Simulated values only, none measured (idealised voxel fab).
The name of this process module is voxel released beams.
The figure presents cross-section cut, which has a width of 280 nm and is divided into square cells with an edge length of 5 nm.
When this document writes out a cross-section, it uses a grid of square cells and lists it as bands, beginning at the top and moving down, with a band standing for one or more rows of cells. What a band's entry tells you: where the top is and where the bottom is, as heights in nm, and after that what lies inside, material by material from left to right, each with its width in nm. Empty space is written as the word "empty", and a single material marked with the word "everywhere" occupies the band from edge to edge. Beneath 0, the wafer as received is one material, and that level is where height counting begins. The lowest band goes on downward without a bottom; it is written like "top 0, no bottom". Width "30->40": first value at the band's top row of cells, second value at its bottom row, equal change from row to row. "nothing was modified" means the step left every cell of the cross-section as it was. Any empty space of 8 cells or more lacking an open way to the top shows up in "Closed cavity list" as width x height at distance, distance from the left edge, in nm. That trailing text on a step's line, after the settings, is the simulator's own remark on the step. overlay nm: on a step with a mask, how far right of its planned place the mask lay; negative means left.

List of planned process steps:
step 1: RECEIVE with material Si
step 2: CONFORMAL_DEP with material Al2O3, thk nm 5
step 3: DIRECTIONAL_DEP with material SiO2, thk nm 10
step 4: DIRECTIONAL_DEP with material aC, thk nm 10
step 5: PATTERN with tone open, mask id ANCHOR, material resist, width nm 40, thk nm 25, overlay nm 0
step 6: DIRECTIONAL_ETCH with etch materials aC, depth nm 10
step 7: STRIP with etch materials resist
step 8: DIRECTIONAL_ETCH with etch materials SiO2, depth nm 10
step 9: STRIP with etch materials aC
step 10: CONFORMAL_DEP with material SiN, thk nm 15
step 11: MASKED_ETCH with tone cover, mask id BEAM, width nm 85, etch materials SiN, depth nm 15, overlay nm 0
step 12: STRIP with etch materials SiO2

The first of two wafers, run as planned:

Incoming wafer in cross-section (state: after step 1):
> top 0, no bottom = Si everywhere
> Closed cavity list: none

after step 2:
> top 5, bottom 0 = Al2O3 everywhere
> For the remainder of the cross-section, below 0, there is no change.

after step 3:
> top 15, bottom 5 = SiO2 everywhere
> For the remainder of the cross-section, below 5, there is no change.

after step 4:
> top 25, bottom 15 = aC everywhere
> For the remainder of the cross-section, below 15, there is no change.

after step 5:
> top 50, bottom 25 = resist: 100, empty: 40, resist: 140
> For the remainder of the cross-section, below 25, there is no change.

after step 6:
> top 40, bottom 25 = resist: 100, empty: 40, resist: 140
> top 25, bottom 15 = aC: 100, empty: 40, aC: 140
> For the remainder of the cross-section, below 15, there is no change.

after step 7:
> top 25, bottom 15 = aC: 100, empty: 40, aC: 140
> For the remainder of the cross-section, below 15, there is no change.

after step 8:
> top 25, bottom 15 = aC: 100, empty: 40, aC: 140
> top 15, bottom 5 = SiO2: 100, empty: 40, SiO2: 140
> For the remainder of the cross-section, below 5, there is no change.

after step 9:
> top 15, bottom 5 = SiO2: 100, empty: 40, SiO2: 140
> For the remainder of the cross-section, below 5, there is no change.

after step 10:
> top 30, bottom 20 = SiN: 115, empty: 10, SiN: 155
> top 20, bottom 15 = SiN everywhere
> top 15, bottom 5 = SiO2: 100, SiN: 40, SiO2: 140
> For the remainder of the cross-section, below 5, there is no change.

after step 11:
> top 30, bottom 20 = empty: 95, SiN: 20, empty: 10, SiN: 55, empty: 100
> top 20, bottom 15 = empty: 95, SiN: 85, empty: 100
> For the remainder of the cross-section, below 15, there is no change.

after step 12:
> top 30, bottom 20 = empty: 95, SiN: 20, empty: 10, SiN: 55, empty: 100
> top 20, bottom 15 = empty: 95, SiN: 85, empty: 100
> top 15, bottom 5 = empty: 100, SiN: 40, empty: 140
> For the remainder of the cross-section, below 5, there is no change.

Second wafer. Start and plan as for the first. One mistake made in running. Agrees with the first up to and including step 4:

Second wafer, sectioned view, at step 5's planned end time:
> top 50, bottom 25 = resist: 100, empty: 45, resist: 135
> For the remainder of the cross-section, below 25, there is no change.

Second wafer, sectioned view, at step 6's planned end time:
> top 40, bottom 25 = resist: 100, empty: 45, resist: 135
> top 25, bottom 15 = aC: 100, empty: 45, aC: 135
> For the remainder of the cross-section, below 15, there is no change.

Second wafer, sectioned view, at step 7's planned end time:
> top 25, bottom 15 = aC: 100, empty: 45, aC: 135
> For the remainder of the cross-section, below 15, there is no change.

Second wafer, sectioned view, at step 8's planned end time:
> top 25, bottom 15 = aC: 100, empty: 45, aC: 135
> top 15, bottom 5 = SiO2: 100, empty: 45, SiO2: 135
> For the remainder of the cross-section, below 5, there is no change.

Second wafer, sectioned view, at step 9's planned end time:
> top 15, bottom 5 = SiO2: 100, empty: 45, SiO2: 135
> For the remainder of the cross-section, below 5, there is no change.

Second wafer, sectioned view, at step 10's planned end time:
> top 30, bottom 20 = SiN: 115, empty: 15, SiN: 150
> top 20, bottom 15 = SiN everywhere
> top 15, bottom 5 = SiO2: 100, SiN: 45, SiO2: 135
> For the remainder of the cross-section, below 5, there is no change.

Second wafer, sectioned view, at step 11's planned end time:
> top 30, bottom 20 = empty: 95, SiN: 20, empty: 15, SiN: 50, empty: 100
> top 20, bottom 15 = empty: 95, SiN: 85, empty: 100
> For the remainder of the cross-section, below 15, there is no change.

Second wafer, sectioned view, at step 12's planned end time:
> top 30, bottom 20 = empty: 95, SiN: 20, empty: 15, SiN: 50, empty: 100
> top 20, bottom 15 = empty: 95, SiN: 85, empty: 100
> top 15, bottom 5 = empty: 100, SiN: 45, empty: 135
> For the remainder of the cross-section, below 5, there is no change.
What was done differently from what was planned? the process deviated at step 5: the operation and settings actually run there were PATTERN with tone open, mask id ANCHOR, material resist, width nm 45, thk nm 25, overlay nm 0
End check, second vs first wafer: material counts in cells match, positions do not.
